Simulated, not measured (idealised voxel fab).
Module name: voxel capacitor over wiring (process module)
We display cut, a cross-section 265 nm in width whose square cells are each 5 nm.
Cross-section spec: square-cell grid; bands listed top down; each band is one or more rows. For a band, the entry starts with two heights in nm, that of the top and then that of the bottom, and carries on with the band's materials in order from left to right, each alongside its width in nm; the word "full width" beside a single material means it fills the band edge to edge, and "air" means empty space. Heights are measured from 0, the level below which the as-received wafer is all one material; the lowest band has no bottom and continues downward, written as in "from 0 down". Width: "30 to 40" (first number = top row, second number = bottom row, same change from row to row of cells). A step reported as "nothing changed" is a step in which no cell of the cross-section changed. "Closed void list" lists enclosed empty spaces (at least 8 cells, no open path upward to the top), each as width x height at distance from the left edge, in nm. On a step's line, text after the settings is the simulator commenting on that step. overlay nm: for a step with a mask, the amount by which the mask lay right of where it was planned; a negative amount means left of it.
## This section lists the process steps that were planned
1) op RECEIVE | material Si
2) op CONFORMAL_DEP | material SiO2 | thk nm 15
3) op CONFORMAL_DEP | material SiN | thk nm 5
4) op DIRECTIONAL_DEP | material lowk | thk nm 25
5) op PATTERN | tone open | mask id METAL_1 | material resist | width nm 30 | pitch nm 85 | thk nm 15 | overlay nm 0
6) op DIRECTIONAL_ETCH | etch materials lowk | depth nm 25
7) op DIRECTIONAL_ETCH | etch materials SiN | depth nm 5
8) op STRIP | etch materials resist
9) op CONFORMAL_DEP | material TiN | thk nm 5
10) op FILL_DEP | material W | thk nm 10
11) op CMP | height nm 45
12) op EPI | material Ru | thk nm 5
13) op FILL_DEP | material SiCN | thk nm 5
14) op DIRECTIONAL_DEP | material lowk | thk nm 20
15) op MASKED_ETCH | tone open | mask id PLUG_1 | width nm 15 | etch materials lowk | depth nm 20 | overlay nm 0
16) op MASKED_ETCH | tone open | mask id PLUG_1 | width nm 15 | etch materials SiCN | depth nm 5 | overlay nm 0
17) op CONFORMAL_DEP | material TiN | thk nm 5
18) op FILL_DEP | material Cu | thk nm 5
19) op CMP | height nm 75
20) op DIRECTIONAL_DEP | material TiN | thk nm 10
21) op DIRECTIONAL_DEP | material HfO2 | thk nm 5
22) op DIRECTIONAL_DEP | material TiN | thk nm 5
23) op DIRECTIONAL_DEP | material aC | thk nm 15
24) op PATTERN | tone cover | mask id UPPER_PLATE | material resist | width nm 60 | thk nm 35 | overlay nm 0
25) op DIRECTIONAL_ETCH | etch materials aC | depth nm 15
26) op STRIP | etch materials resist
27) op DIRECTIONAL_ETCH | etch materials TiN | depth nm 5
28) op DIRECTIONAL_ETCH | etch materials HfO2 | depth nm 5
29) op STRIP | etch materials aC
30) op MASKED_ETCH | tone cover | mask id LOWER_PLATE | width nm 70 | etch materials TiN | depth nm 10 | overlay nm 0
31) op FILL_DEP | material SiO2 | thk nm 15
32) op CMP | height nm 105
33) op PATTERN | tone open | mask id PLUG_2 | material resist | width nm 15 | thk nm 15 | overlay nm 0
34) op DIRECTIONAL_ETCH | etch materials SiO2 | depth nm 10
35) op STRIP | etch materials resist
36) op CONFORMAL_DEP | material TiN | thk nm 5
37) op FILL_DEP | material Ru | thk nm 5
38) op CMP | height nm 105
39) op CONFORMAL_DEP | material SiCN | thk nm 5
## as received, after step 1
  from 0 down = Si full width
  Closed void list: none
## One mistake in running the module, otherwise start and plan as above: cross-section at the end
  from 110 to 105 = SiCN full width
  from 105 to 100 = 100 nm SiO2, 5 nm TiN, 5 nm Ru, 5 nm TiN, 150 nm SiO2
  from 100 to 90 = 100 to 85 nm SiO2, 15 to 60 nm TiN, 150 to 120 nm SiO2
  from 90 to 85 = 85 nm SiO2, 60 nm HfO2, 120 nm SiO2
  from 85 to 75 = 85 nm SiO2, 70 nm TiN, 110 nm SiO2
  from 75 to 55 = 90 nm lowk, 5 nm TiN, 5 nm Cu, 5 nm TiN, 160 nm lowk
  from 55 to 50 = 90 nm SiCN, 15 nm TiN, 160 nm SiCN
  from 50 to 45 = 70 nm SiCN, 40 nm Ru, 45 nm SiCN, 40 nm Ru, 70 nm SiCN
  from 45 to 20 = 75 nm lowk, 5 nm TiN, 20 nm W, 5 nm TiN, 55 nm lowk, 5 nm TiN, 20 nm W, 5 nm TiN, 75 nm lowk
  from 20 to 15 = 75 nm SiN, 30 nm TiN, 55 nm SiN, 30 nm TiN, 75 nm SiN
  from 15 to 0 = SiO2 full width
  from 0 down = Si full width
  Closed void list: none
The mistake made against the process plan was this: step 24 ran with different settings than intended, the actual operation and settings being op PATTERN | tone cover | mask id UPPER_PLATE | material resist | width nm 60 | thk nm 35 | overlay nm -5
